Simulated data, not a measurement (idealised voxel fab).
process module | voxel self aligned vias
cross-section cut | 220 nm wide | cells 5 nm
A cross-section is a grid of square cells, given in bands from the top down. A band is one or more rows of cells.
Each band's line starts with the height of the band's top and of its bottom, in nm. Then come its materials from left to right, each with its width in nm. One material with "throughout" fills the band from edge to edge. "air" is empty space.
Height 0 is the level under which the wafer as received is all one material. The lowest band goes on downwards, as in "0 down".
A width such as "30 to 40" changes by the same amount from each row of cells to the next, from the band's top row to its bottom row.
"no change" after a step means that no cell of the cross-section changed.
closed voids: empty space of 8 cells or more with no open way to the top, each as width x height at its distance from the left edge, in nm
after a step's settings: what the simulator itself notes on the step
overlay nm, on a step with a mask: how far to the right of its planned place the mask lay; to the left if negative
plan
1 op RECEIVE | material Si
2 op CONFORMAL_DEP | material SiO2 | thk nm 10
3 op CONFORMAL_DEP | material SiCN | thk nm 5
4 op DIRECTIONAL_DEP | material lowk | thk nm 20
5 op PATTERN | tone open | mask id LINES | material resist | width nm 25 | pitch nm 70 | thk nm 20 | overlay nm 0
6 op DIRECTIONAL_ETCH | etch materials lowk | depth nm 20
7 op STRIP | etch materials resist
8 op CONFORMAL_DEP | material TiN | thk nm 5
9 op FILL_DEP | material Ru | thk nm 5
10 op CMP | height nm 35
11 op SELECTIVE_ETCH | etch materials W Ru TiN | depth nm 10
12 op FILL_DEP | material SiN | thk nm 5
13 op CMP | height nm 35
14 op DIRECTIONAL_DEP | material lowk | thk nm 20
15 op DIRECTIONAL_DEP | material aC | thk nm 10
16 op PATTERN | tone open | mask id VIAS | material resist | width nm 45 | pitch nm 70 | thk nm 25 | overlay nm 0
17 op DIRECTIONAL_ETCH | etch materials aC | depth nm 10
18 op STRIP | etch materials resist
19 op DIRECTIONAL_ETCH | etch materials lowk | depth nm 20
20 op DIRECTIONAL_ETCH | etch materials SiN | depth nm 10
21 op STRIP | etch materials aC
22 op CONFORMAL_DEP | material TiN | thk nm 5
23 op FILL_DEP | material Ru | thk nm 10
24 op CMP | height nm 55
25 op CONFORMAL_DEP | material SiCN | thk nm 5
first wafer, as planned
as received, after step 1
  0 down: Si throughout
  closed voids: none
after step 2
  10 to 0: SiO2 throughout
  below 0: unchanged
after step 3
  15 to 10: SiCN throughout
  below 10: unchanged
after step 4
  35 to 15: lowk throughout
  below 15: unchanged
after step 5
  55 to 35: resist 60 | air 25 | resist 45 | air 25 | resist 65
  below 35: unchanged
after step 6
  55 to 35: resist 60 | air 25 | resist 45 | air 25 | resist 65
  35 to 15: lowk 60 | air 25 | lowk 45 | air 25 | lowk 65
  below 15: unchanged
after step 7
  35 to 15: lowk 60 | air 25 | lowk 45 | air 25 | lowk 65
  below 15: unchanged
after step 8
  40 to 35: TiN 65 | air 15 | TiN 55 | air 15 | TiN 70
  35 to 20: lowk 60 | TiN 5 | air 15 | TiN 5 | lowk 45 | TiN 5 | air 15 | TiN 5 | lowk 65
  20 to 15: lowk 60 | TiN 25 | lowk 45 | TiN 25 | lowk 65
  below 15: unchanged
after step 9
  45 to 40: Ru throughout
  40 to 35: TiN 65 | Ru 15 | TiN 55 | Ru 15 | TiN 70
  35 to 20: lowk 60 | TiN 5 | Ru 15 | TiN 5 | lowk 45 | TiN 5 | Ru 15 | TiN 5 | lowk 65
  below 20: unchanged
after step 10
  35 to 20: lowk 60 | TiN 5 | Ru 15 | TiN 5 | lowk 45 | TiN 5 | Ru 15 | TiN 5 | lowk 65
  below 20: unchanged
after step 11
  35 to 25: lowk 60 | air 25 | lowk 45 | air 25 | lowk 65
  below 25: unchanged
after step 12
  40 to 35: SiN throughout
  35 to 25: lowk 60 | SiN 25 | lowk 45 | SiN 25 | lowk 65
  below 25: unchanged
after step 13
  35 to 25: lowk 60 | SiN 25 | lowk 45 | SiN 25 | lowk 65
  below 25: unchanged
after step 14
  55 to 35: lowk throughout
  below 35: unchanged
after step 15
  65 to 55: aC throughout
  below 55: unchanged
after step 16
  90 to 65: resist 50 | air 45 | resist 25 | air 45 | resist 55
  below 65: unchanged
after step 17
  80 to 65: resist 50 | air 45 | resist 25 | air 45 | resist 55
  65 to 55: aC 50 | air 45 | aC 25 | air 45 | aC 55
  below 55: unchanged
after step 18
  65 to 55: aC 50 | air 45 | aC 25 | air 45 | aC 55
  below 55: unchanged
after step 19
  65 to 55: aC 50 | air 45 | aC 25 | air 45 | aC 55
  55 to 35: lowk 50 | air 45 | lowk 25 | air 45 | lowk 55
  below 35: unchanged
after step 20
  65 to 55: aC 50 | air 45 | aC 25 | air 45 | aC 55
  55 to 35: lowk 50 | air 45 | lowk 25 | air 45 | lowk 55
  35 to 25: lowk 60 | air 25 | lowk 45 | air 25 | lowk 65
  below 25: unchanged
after step 21
  55 to 35: lowk 50 | air 45 | lowk 25 | air 45 | lowk 55
  below 35: unchanged
after step 22
  60 to 55: TiN 55 | air 35 | TiN 35 | air 35 | TiN 60
  55 to 40: lowk 50 | TiN 5 | air 35 | TiN 5 | lowk 25 | TiN 5 | air 35 | TiN 5 | lowk 55
  40 to 30: lowk 50 to 60 | TiN 15 to 5 | air 15 | TiN 15 to 5 | lowk 25 to 45 | TiN 15 to 5 | air 15 | TiN 15 to 5 | lowk 55 to 65
  30 to 25: lowk 60 | TiN 25 | lowk 45 | TiN 25 | lowk 65
  below 25: unchanged
after step 23
  70 to 60: Ru throughout
  60 to 55: TiN 55 | Ru 35 | TiN 35 | Ru 35 | TiN 60
  55 to 40: lowk 50 | TiN 5 | Ru 35 | TiN 5 | lowk 25 | TiN 5 | Ru 35 | TiN 5 | lowk 55
  40 to 30: lowk 50 to 60 | TiN 15 to 5 | Ru 15 | TiN 15 to 5 | lowk 25 to 45 | TiN 15 to 5 | Ru 15 | TiN 15 to 5 | lowk 55 to 65
  below 30: unchanged
after step 24
  55 to 40: lowk 50 | TiN 5 | Ru 35 | TiN 5 | lowk 25 | TiN 5 | Ru 35 | TiN 5 | lowk 55
  below 40: unchanged
after step 25
  60 to 55: SiCN throughout
  below 55: unchanged
second wafer: like start, like plan, one mistake. Through step 2 it matches the first wafer
when step 3 should have ended: no change
when step 4 should have ended
  30 to 10: lowk throughout
  below 10: unchanged
when step 5 should have ended
  50 to 30: resist 60 | air 25 | resist 45 | air 25 | resist 65
  below 30: unchanged
when step 6 should have ended
  50 to 30: resist 60 | air 25 | resist 45 | air 25 | resist 65
  30 to 10: lowk 60 | air 25 | lowk 45 | air 25 | lowk 65
  below 10: unchanged
when step 7 should have ended
  30 to 10: lowk 60 | air 25 | lowk 45 | air 25 | lowk 65
  below 10: unchanged
when step 8 should have ended
  35 to 30: TiN 65 | air 15 | TiN 55 | air 15 | TiN 70
  30 to 15: lowk 60 | TiN 5 | air 15 | TiN 5 | lowk 45 | TiN 5 | air 15 | TiN 5 | lowk 65
  15 to 10: lowk 60 | TiN 25 | lowk 45 | TiN 25 | lowk 65
  below 10: unchanged
when step 9 should have ended
  40 to 35: Ru throughout
  35 to 30: TiN 65 | Ru 15 | TiN 55 | Ru 15 | TiN 70
  30 to 15: lowk 60 | TiN 5 | Ru 15 | TiN 5 | lowk 45 | TiN 5 | Ru 15 | TiN 5 | lowk 65
  below 15: unchanged
when step 10 should have ended
  35 to 30: TiN 65 | Ru 15 | TiN 55 | Ru 15 | TiN 70
  below 30: unchanged
when step 11 should have ended
  30 to 25: lowk 60 | air 25 | lowk 45 | air 25 | lowk 65
  below 25: unchanged
when step 12 should have ended
  35 to 30: SiN throughout
  30 to 25: lowk 60 | SiN 25 | lowk 45 | SiN 25 | lowk 65
  below 25: unchanged
when step 13 should have ended: no change
when step 14 should have ended
  55 to 35: lowk throughout
  below 35: unchanged
when step 15 should have ended
  65 to 55: aC throughout
  below 55: unchanged
when step 16 should have ended
  90 to 65: resist 50 | air 45 | resist 25 | air 45 | resist 55
  below 65: unchanged
when step 17 should have ended
  80 to 65: resist 50 | air 45 | resist 25 | air 45 | resist 55
  65 to 55: aC 50 | air 45 | aC 25 | air 45 | aC 55
  below 55: unchanged
when step 18 should have ended
  65 to 55: aC 50 | air 45 | aC 25 | air 45 | aC 55
  below 55: unchanged
when step 19 should have ended
  65 to 55: aC 50 | air 45 | aC 25 | air 45 | aC 55
  55 to 35: lowk 50 | air 45 | lowk 25 | air 45 | lowk 55
  below 35: unchanged
when step 20 should have ended
  65 to 55: aC 50 | air 45 | aC 25 | air 45 | aC 55
  55 to 35: lowk 50 | air 45 | lowk 25 | air 45 | lowk 55
  35 to 30: SiN 50 | air 45 | SiN 25 | air 45 | SiN 55
  30 to 25: lowk 60 | air 25 | lowk 45 | air 25 | lowk 65
  below 25: unchanged
when step 21 should have ended
  55 to 35: lowk 50 | air 45 | lowk 25 | air 45 | lowk 55
  below 35: unchanged
when step 22 should have ended
  60 to 55: TiN 55 | air 35 | TiN 35 | air 35 | TiN 60
  55 to 35: lowk 50 | TiN 5 | air 35 | TiN 5 | lowk 25 | TiN 5 | air 35 | TiN 5 | lowk 55
  35 to 30: SiN 50 | TiN 15 | air 15 | TiN 15 | SiN 25 | TiN 15 | air 15 | TiN 15 | SiN 55
  30 to 25: lowk 60 | TiN 25 | lowk 45 | TiN 25 | lowk 65
  below 25: unchanged
when step 23 should have ended
  70 to 60: Ru throughout
  60 to 55: TiN 55 | Ru 35 | TiN 35 | Ru 35 | TiN 60
  55 to 35: lowk 50 | TiN 5 | Ru 35 | TiN 5 | lowk 25 | TiN 5 | Ru 35 | TiN 5 | lowk 55
  35 to 30: SiN 50 | TiN 15 | Ru 15 | TiN 15 | SiN 25 | TiN 15 | Ru 15 | TiN 15 | SiN 55
  below 30: unchanged
when step 24 should have ended
  55 to 35: lowk 50 | TiN 5 | Ru 35 | TiN 5 | lowk 25 | TiN 5 | Ru 35 | TiN 5 | lowk 55
  below 35: unchanged
when step 25 should have ended
  60 to 55: SiCN throughout
  below 55: unchanged
what went wrong: step 3 was left out
at the end the second wafer has, in cells: 14 more of Ru | 44 fewer of SiCN | 26 more of SiN | 4 more of TiN
